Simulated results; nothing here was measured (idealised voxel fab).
The process module presented herein is designated voxel air gaps.
Cross-section cut spans 210 nm and uses square cells 5 nm in size.
Format of a cross-section: grid, square cells. Given as bands. Order: top down. Band: one or more rows of cells. Band: top and bottom heights (nm) first, top before bottom; then materials from left to right, widths in nm. "all across" marks a sole material filling the band edge to edge. "air" denotes empty space. Where do heights start? At 0: under that level the wafer as delivered is made of one material only. And the lowest band has no floor; it just carries on downward, as in "0 down". You'd read "30 to 40" like this: the band's top row of cells is as wide as the first number, its bottom row is as wide as the second, and going down, every row changes width by the same amount as the row before did. The designation "no alteration", where it is given for a processing step, indicates that no cell of the cross-section was altered in the course of that step. Empty spaces without an open route to the top, at least 8 cells in extent, make up the entry "Internal closed voids"; each is given as width x height at distance, where the distance is measured from the left edge, and all are in nm. Formally, on a step line, whatever follows the settings is a remark that the simulator itself makes on the step. "overlay nm" on a masked step: distance the mask lay right of its planned place, negative for left.
The following list gives the planned process steps:
1,op RECEIVE | material Si
2,op CONFORMAL_DEP | material SiO2 | thk nm 10
3,op CONFORMAL_DEP | material SiCN | thk nm 5
4,op DIRECTIONAL_DEP | material lowk | thk nm 35
5,op DIRECTIONAL_DEP | material aC | thk nm 15
6,op PATTERN | tone open | mask id LINES | material resist | width nm 15 | pitch nm 45 | thk nm 35 | overlay nm 0
7,op DIRECTIONAL_ETCH | etch materials aC | depth nm 15
8,op STRIP | etch materials resist
9,op DIRECTIONAL_ETCH | etch materials lowk | depth nm 35
10,op STRIP | etch materials aC
11,op CONFORMAL_DEP | material TiN | thk nm 5
12,op FILL_DEP | material W | thk nm 10
13,op CMP | height nm 50
14,op EPI | material Ru | thk nm 10
15,op SELECTIVE_ETCH | etch materials lowk | depth nm 45
16,op CONFORMAL_DEP | material SiCN | thk nm 5
First of two wafers, with the run carried out as planned:
So this is the incoming wafer in cross-section - it's already been through step 1:
0 down = Si all across
Internal closed voids: none
State of the wafer after step 2, shown in cross-section:
10 to 0 = SiO2 all across
Note: structure below 0 unchanged.
State of the wafer after step 3, shown in cross-section:
15 to 10 = SiCN all across
Note: structure below 10 unchanged.
State of the wafer after step 4, shown in cross-section:
50 to 15 = lowk all across
Note: structure below 15 unchanged.
State of the wafer after step 5, shown in cross-section:
65 to 50 = aC all across
Note: structure below 50 unchanged.
State of the wafer after step 6, shown in cross-section:
100 to 65 = 50 resist, 15 air, 30 resist, 15 air, 30 resist, 15 air, 55 resist
Note: structure below 65 unchanged.
State of the wafer after step 7, shown in cross-section:
85 to 65 = 50 resist, 15 air, 30 resist, 15 air, 30 resist, 15 air, 55 resist
65 to 50 = 50 aC, 15 air, 30 aC, 15 air, 30 aC, 15 air, 55 aC
Note: structure below 50 unchanged.
State of the wafer after step 8, shown in cross-section:
65 to 50 = 50 aC, 15 air, 30 aC, 15 air, 30 aC, 15 air, 55 aC
Note: structure below 50 unchanged.
State of the wafer after step 9, shown in cross-section:
65 to 50 = 50 aC, 15 air, 30 aC, 15 air, 30 aC, 15 air, 55 aC
50 to 15 = 50 lowk, 15 air, 30 lowk, 15 air, 30 lowk, 15 air, 55 lowk
Note: structure below 15 unchanged.
State of the wafer after step 10, shown in cross-section:
50 to 15 = 50 lowk, 15 air, 30 lowk, 15 air, 30 lowk, 15 air, 55 lowk
Note: structure below 15 unchanged.
State of the wafer after step 11, shown in cross-section:
55 to 50 = 55 TiN, 5 air, 40 TiN, 5 air, 40 TiN, 5 air, 60 TiN
50 to 20 = 50 lowk, 5 TiN, 5 air, 5 TiN, 30 lowk, 5 TiN, 5 air, 5 TiN, 30 lowk, 5 TiN, 5 air, 5 TiN, 55 lowk
20 to 15 = 50 lowk, 15 TiN, 30 lowk, 15 TiN, 30 lowk, 15 TiN, 55 lowk
Note: structure below 15 unchanged.
State of the wafer after step 12, shown in cross-section:
65 to 55 = W all across
55 to 50 = 55 TiN, 5 W, 40 TiN, 5 W, 40 TiN, 5 W, 60 TiN
50 to 20 = 50 lowk, 5 TiN, 5 W, 5 TiN, 30 lowk, 5 TiN, 5 W, 5 TiN, 30 lowk, 5 TiN, 5 W, 5 TiN, 55 lowk
Note: structure below 20 unchanged.
State of the wafer after step 13, shown in cross-section:
50 to 20 = 50 lowk, 5 TiN, 5 W, 5 TiN, 30 lowk, 5 TiN, 5 W, 5 TiN, 30 lowk, 5 TiN, 5 W, 5 TiN, 55 lowk
Note: structure below 20 unchanged.
State of the wafer after step 14, shown in cross-section:
60 to 50 = 40 air, 35 Ru, 10 air, 35 Ru, 10 air, 35 Ru, 45 air
Note: structure below 50 unchanged.
State of the wafer after step 15, shown in cross-section:
60 to 50 = 40 air, 35 Ru, 10 air, 35 Ru, 10 air, 35 Ru, 45 air
50 to 20 = 50 air, 5 TiN, 5 W, 5 TiN, 30 air, 5 TiN, 5 W, 5 TiN, 30 air, 5 TiN, 5 W, 5 TiN, 55 air
20 to 15 = 50 air, 15 TiN, 30 air, 15 TiN, 30 air, 15 TiN, 55 air
Note: structure below 15 unchanged.
State of the wafer after step 16, shown in cross-section:
65 to 60 = 35 air, 135 SiCN, 40 air
60 to 50 = 35 air, 5 SiCN, 35 Ru, 10 SiCN, 35 Ru, 10 SiCN, 35 Ru, 5 SiCN, 40 air
50 to 45 = 35 air, 15 SiCN, 5 TiN, 5 W, 5 TiN, 30 SiCN, 5 TiN, 5 W, 5 TiN, 30 SiCN, 5 TiN, 5 W, 5 TiN, 15 SiCN, 40 air
45 to 20 = 45 air, 5 SiCN, 5 TiN, 5 W, 5 TiN, 5 SiCN, 20 air, 5 SiCN, 5 TiN, 5 W, 5 TiN, 5 SiCN, 20 air, 5 SiCN, 5 TiN, 5 W, 5 TiN, 5 SiCN, 50 air
20 to 15 = 50 SiCN, 15 TiN, 30 SiCN, 15 TiN, 30 SiCN, 15 TiN, 55 SiCN
Note: structure below 15 unchanged.
Internal closed voids: 20 x 25 at 70; 20 x 25 at 115
Second Wafer (Identical Start and Plan, One Processing Error; Matches First Wafer Through Step 13):
Cross-sectional view of the second wafer at the intended end time of process step 14:
70 to 50 = 30 air, 145 Ru, 35 air
Note: structure below 50 unchanged.
Cross-sectional view of the second wafer at the intended end time of process step 15:
70 to 50 = 30 air, 145 Ru, 35 air
50 to 20 = 50 air, 5 TiN, 5 W, 5 TiN, 30 lowk, 5 TiN, 5 W, 5 TiN, 30 lowk, 5 TiN, 5 W, 5 TiN, 55 air
20 to 15 = 50 air, 15 TiN, 30 lowk, 15 TiN, 30 lowk, 15 TiN, 55 air
Note: structure below 15 unchanged.
Cross-sectional view of the second wafer at the intended end time of process step 16:
75 to 70 = 25 air, 155 SiCN, 30 air
70 to 50 = 25 air, 5 SiCN, 145 Ru, 5 SiCN, 30 air
50 to 45 = 25 air, 25 SiCN, 5 TiN, 5 W, 5 TiN, 30 lowk, 5 TiN, 5 W, 5 TiN, 30 lowk, 5 TiN, 5 W, 5 TiN, 25 SiCN, 30 air
45 to 20 = 45 air, 5 SiCN, 5 TiN, 5 W, 5 TiN, 30 lowk, 5 TiN, 5 W, 5 TiN, 30 lowk, 5 TiN, 5 W, 5 TiN, 5 SiCN, 50 air
20 to 15 = 50 SiCN, 15 TiN, 30 lowk, 15 TiN, 30 lowk, 15 TiN, 55 SiCN
Note: structure below 15 unchanged.
Where did the run depart from the plan? execution of plan step 14 occurred twice
The final cell counts differ between the wafers, with the second having more or fewer of some materials than the first: Ru: 74 more; SiCN: 40 fewer; lowk: 84 more
Heads up: the first wafer ends with 2 closed voids, the second with 0.
